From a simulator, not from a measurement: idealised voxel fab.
Documented hereafter: the process module known as voxel wiring stack.
Square cells of 5 nm make up the cross-section cut, whose width is 165 nm.
Cross-section layout: square cells on a grid; listed as bands, top to bottom; a band spans one or more cell rows.
Band: top height; bottom height; in nm. Then, left to right: material with width in nm, for each material. "edge to edge": a single material spanning edge to edge. "empty": empty space.
Zero point of the height axis is 0; under it, received wafer = one material. Lowest band: continues down indefinitely, "0 -> down".
You'd read "30 to 40" like this: the band's top row of cells is as wide as the first number, its bottom row is as wide as the second, and going down, every row changes width by the same amount as the row before did.
Step marked "same as before"? Then no cell in the cross-section changed in it.
In the "Voids, fully enclosed" entry, you get each enclosed empty space of 8 cells or more, one with no open way to the top, written width x height at distance, distance from the left edge, in nm.
The remark found on a step's line after its settings is issued by the simulator itself and pertains to that step.
You can add "overlay nm" to a step's line. For a step with a mask, it describes how far the mask lay to the right of its planned position, and a negative number describes a lay to the left.

**Process steps foreseen in the plan**
1) RECEIVE, material Si
2) CONFORMAL_DEP, material SiO2, thk nm 15
3) CONFORMAL_DEP, material SiCN, thk nm 5
4) DIRECTIONAL_DEP, material SiO2, thk nm 20
5) PATTERN, tone open, mask id METAL_1, material resist, width nm 25, pitch nm 50, thk nm 20, overlay nm 0
6) DIRECTIONAL_ETCH, etch materials SiO2, depth nm 20
7) DIRECTIONAL_ETCH, etch materials SiCN, depth nm 5
8) STRIP, etch materials resist
9) CONFORMAL_DEP, material TiN, thk nm 5
10) FILL_DEP, material Cu, thk nm 10
11) CMP, height nm 40
12) EPI, material Ru, thk nm 5
13) FILL_DEP, material SiCN, thk nm 5
14) DIRECTIONAL_DEP, material SiO2, thk nm 15
15) DIRECTIONAL_DEP, material aC, thk nm 10
16) PATTERN, tone open, mask id PLUG_1, material resist, width nm 15, thk nm 25, overlay nm 0
17) DIRECTIONAL_ETCH, etch materials aC, depth nm 10
18) STRIP, etch materials resist
19) DIRECTIONAL_ETCH, etch materials SiO2, depth nm 15
20) DIRECTIONAL_ETCH, etch materials SiCN, depth nm 5
21) STRIP, etch materials aC
22) CONFORMAL_DEP, material TiN, thk nm 5
23) FILL_DEP, material Cu, thk nm 5
24) CMP, height nm 65
25) DIRECTIONAL_DEP, material TiN, thk nm 5
26) DIRECTIONAL_DEP, material W, thk nm 15
27) MASKED_ETCH, tone cover, mask id METAL_2, width nm 25, pitch nm 50, etch materials W, depth nm 15, overlay nm 0
28) MASKED_ETCH, tone cover, mask id METAL_2, width nm 25, pitch nm 50, etch materials TiN, depth nm 5, overlay nm 0
29) FILL_DEP, material lowk, thk nm 10
30) CMP, height nm 85
31) CONFORMAL_DEP, material SiCN, thk nm 5
32) DIRECTIONAL_DEP, material lowk, thk nm 25
33) DIRECTIONAL_DEP, material aC, thk nm 10
34) PATTERN, tone open, mask id METAL_3_HOLES, material resist, width nm 15, thk nm 30, overlay nm 0
35) DIRECTIONAL_ETCH, etch materials aC, depth nm 10
36) STRIP, etch materials resist
37) DIRECTIONAL_ETCH, etch materials lowk, depth nm 25
38) STRIP, etch materials aC
39) MASKED_ETCH, tone open, mask id METAL_3, width nm 25, pitch nm 50, etch materials lowk, depth nm 15, overlay nm 0
40) MASKED_ETCH, tone open, mask id METAL_3, width nm 25, pitch nm 50, etch materials SiCN, depth nm 5, overlay nm 0
41) CONFORMAL_DEP, material TiN, thk nm 5
42) FILL_DEP, material Ru, thk nm 5
43) CMP, height nm 115
44) CONFORMAL_DEP, material SiCN, thk nm 5
45) DIRECTIONAL_DEP, material SiO2, thk nm 30
46) DIRECTIONAL_DEP, material aC, thk nm 15
47) PATTERN, tone open, mask id METAL_4_HOLES, material resist, width nm 15, pitch nm 50, thk nm 30, overlay nm 0
48) DIRECTIONAL_ETCH, etch materials aC, depth nm 15
49) STRIP, etch materials resist
50) DIRECTIONAL_ETCH, etch materials SiO2, depth nm 30
51) STRIP, etch materials aC
52) DIRECTIONAL_DEP, material aC, thk nm 15
53) PATTERN, tone open, mask id METAL_4, material resist, width nm 25, pitch nm 50, thk nm 30, overlay nm 0
54) DIRECTIONAL_ETCH, etch materials aC, depth nm 15
55) STRIP, etch materials resist
56) DIRECTIONAL_ETCH, etch materials SiO2, depth nm 15
57) DIRECTIONAL_ETCH, etch materials SiCN, depth nm 5
58) STRIP, etch materials aC
59) CONFORMAL_DEP, material TiN, thk nm 5
60) FILL_DEP, material Cu, thk nm 5
61) CMP, height nm 150
62) CONFORMAL_DEP, material SiN, thk nm 5

**Incoming wafer, cross-sectional view, post step 1**
0 -> down: Si edge to edge
Voids, fully enclosed: none

**Final wafer profile in cross-section after the module, from the same start and plan as above, with one mistake made during processing**
155 -> 150: SiN edge to edge
150 -> 140: SiO2: 45, then TiN: 5, then Cu: 15, then TiN: 5, then SiO2: 25, then TiN: 5, then Cu: 15, then TiN: 5, then SiO2: 45
140 -> 135: SiO2: 45, then TiN: 5, then Cu: 5, then TiN: 15, then SiO2: 25, then TiN: 5, then Cu: 5, then TiN: 15, then SiO2: 45
135 -> 120: SiO2: 45, then TiN: 5, then Cu: 5, then TiN: 5, then SiO2: 35, then TiN: 5, then Cu: 5, then TiN: 5, then SiO2: 55
120 -> 115: SiCN: 45, then TiN: 15, then SiCN: 35, then TiN: 15, then SiCN: 55
115 -> 105: lowk: 45, then TiN: 5, then Ru: 15, then TiN: 5, then lowk: 25, then TiN: 5, then Ru: 15, then TiN: 5, then lowk: 45
105 -> 100: lowk: 45, then TiN: 5, then Ru: 5, then TiN: 15, then lowk: 25, then TiN: 25, then lowk: 45
100 -> 90: lowk: 45, then TiN: 5, then Ru: 5, then TiN: 5, then lowk: 105
90 -> 85: SiCN: 45, then TiN: 15, then SiCN: 105
85 -> 70: lowk: 45, then W: 25, then lowk: 25, then W: 25, then lowk: 45
70 -> 65: lowk: 45, then TiN: 25, then lowk: 25, then TiN: 25, then lowk: 45
65 -> 50: SiO2: 45, then TiN: 5, then Cu: 5, then TiN: 5, then SiO2: 105
50 -> 45: SiCN: 45, then TiN: 15, then SiCN: 105
45 -> 40: SiCN: 30, then Ru: 35, then SiCN: 15, then Ru: 35, then SiCN: 50
40 -> 20: SiO2: 35, then TiN: 5, then Cu: 15, then TiN: 5, then SiO2: 25, then TiN: 5, then Cu: 15, then TiN: 5, then SiO2: 55
20 -> 15: SiCN: 35, then TiN: 25, then SiCN: 25, then TiN: 25, then SiCN: 55
15 -> 0: SiO2 edge to edge
0 -> down: Si edge to edge
Voids, fully enclosed: none
Here's what went sideways: step 5 was run on a setting that differed from the plan, and what really ran there is PATTERN, tone open, mask id METAL_1, material resist, width nm 25, pitch nm 50, thk nm 20, overlay nm -10
